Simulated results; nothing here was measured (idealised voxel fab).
voxel trench capacitor: a process module
Square cells of 5 nm make up the cross-section cut, whose width is 160 nm.
Think of the cross-section as a grid of square cells. We describe it in bands, top to bottom, and each band covers one or more rows of those cells.
Heights first: top, then bottom, in nm. Then materials, left to right, each with a width in nm. "full width" on a single material: fills the band edge to edge. "blank": empty space.
Measure heights from 0. That's the level where, below it, the as-received wafer is all one material. The lowest band is bottomless and extends downward; write it as in "0..down".
A two-number width, for instance "30->40", indicates that the width is equal to the first number in the top row of the band and to the second number in the bottom row, and that it changes by a constant amount per row of cells.
"nothing was modified" after a step means that no cell of the cross-section changed.
Heads up: "Fully sealed voids" only lists the empty pockets with no open path to the top that are 8 cells or more, and it writes them as width x height at distance, distance from the left edge, in nm.
What comes after the settings on a step's line is commentary from the simulator itself on that step.
overlay nm: how far to the right of its planned place the mask lay on this masked step (negative: to the left).

### Here's what the planned process steps look like
1,RECEIVE | material Si
2,CONFORMAL_DEP | material SiN | thk nm 5
3,PATTERN | tone open | mask id TRENCH | material resist | width nm 25 | pitch nm 40 | thk nm 15 | overlay nm 0
4,DIRECTIONAL_ETCH | etch materials SiN | depth nm 5
5,DIRECTIONAL_ETCH | etch materials Si | depth nm 25
6,STRIP | etch materials resist
7,CONFORMAL_DEP | material Al2O3 | thk nm 5
8,CONFORMAL_DEP | material TiN | thk nm 5
9,FILL_DEP | material W | thk nm 5
10,CMP | height nm 5

### Cross-section of the wafer as it came to us, i.e., already through step 1
- 0..down  Si full width
- Fully sealed voids: none

### Look at the cross-section after the module: the wafer started out the way shown above and the plan was the one shown above, yet one mistake was made along the way
- 5..0  SiN 50 | Al2O3 5 | TiN 5 | Al2O3 5 | SiN 25 | Al2O3 5 | TiN 5 | Al2O3 5 | SiN 55
- 0..-20  Si 50 | Al2O3 5 | TiN 5 | Al2O3 5 | Si 25 | Al2O3 5 | TiN 5 | Al2O3 5 | Si 55
- -20..-25  Si 50 | Al2O3 15 | Si 25 | Al2O3 15 | Si 55
- -25..down  Si full width
- Fully sealed voids: none
Processing error: step 3 was run on a setting that differed from the plan, and what really ran there is PATTERN | tone open | mask id TRENCH | material resist | width nm 15 | pitch nm 40 | thk nm 15 | overlay nm 0
